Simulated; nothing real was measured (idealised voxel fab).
Process module name: voxel quadruple lines
For reference, the cross-section in this document is cut, with width 200 nm and square cells of 5 nm.
A cross-section is written here as square cells arranged in a grid, and it is given in bands from the top down, each band taking up one or more rows of cells. Top, bottom (nm), then materials left to right with widths (nm); lone material tagged "throughout" fills the whole band edge to edge; "air" = empty space. Heights are reckoned from 0. Under this level, the received wafer is all of one material. The bottommost band is open-ended downward, for example "top 0, no bottom". It should be noted that a width expressed as "30->40" varies in equal increments from row to row of cells within the band, taking the value of the first number at the top row and that of the second number at the bottom row. You'll sometimes find "left unchanged" written for a step, and that's the way of saying that nowhere in the cross-section did a cell change during that step. In "Closed cavity list" the enclosed voids are listed, meaning empty spaces of 8 cells or larger without any opening to the top. The form is width x height at distance, distance from the left edge, units nm. Formally, on a step line, whatever follows the settings is a remark that the simulator itself makes on the step. When a step includes a mask, the "overlay nm" setting on its line states how far to the right of its planned place that mask lay, and negative values state how far to the left.

**Process steps (planned)**
1 RECEIVE | material Si
2 CONFORMAL_DEP | material Al2O3 | thk nm 5
3 DIRECTIONAL_DEP | material Ru | thk nm 10
4 DIRECTIONAL_DEP | material polySi | thk nm 20
5 DIRECTIONAL_DEP | material aC | thk nm 20
6 PATTERN | tone cover | mask id MANDREL | material resist | width nm 20 | pitch nm 60 | thk nm 30 | overlay nm 0
7 DIRECTIONAL_ETCH | etch materials aC | depth nm 20
8 STRIP | etch materials resist
9 CONFORMAL_DEP | material SiO2 | thk nm 10
10 DIRECTIONAL_ETCH | etch materials SiO2 | depth nm 10
11 STRIP | etch materials aC
12 DIRECTIONAL_ETCH | etch materials polySi | depth nm 20
13 STRIP | etch materials SiO2
14 CONFORMAL_DEP | material SiN | thk nm 5
15 DIRECTIONAL_ETCH | etch materials SiN | depth nm 5
16 STRIP | etch materials polySi
17 DIRECTIONAL_ETCH | etch materials Ru | depth nm 10
18 STRIP | etch materials SiN
19 FILL_DEP | material SiO2 | thk nm 10
20 CMP | height nm 15

**So this is the incoming wafer in cross-section - it's already been through step 1**
- top 0, no bottom: Si throughout
- Closed cavity list: none

**Post-module cross-section: identical start and plan to those above, one misstep in execution**
- top 15, bottom 5: SiO2: 40 / Ru: 5 / SiO2: 10 / Ru: 5 / SiO2: 20 / Ru: 5 / SiO2: 10 / Ru: 10 / SiO2: 10 / Ru: 5 / SiO2: 20 / Ru: 5 / SiO2: 10 / Ru: 5 / SiO2: 40
- top 5, bottom 0: Al2O3 throughout
- top 0, no bottom: Si throughout
- Closed cavity list: none
In executing the process, a mistake was made relative to the plan: step 6 did not use the planned setting and instead ran as PATTERN | tone cover | mask id MANDREL | material resist | width nm 30 | pitch nm 60 | thk nm 30 | overlay nm 0
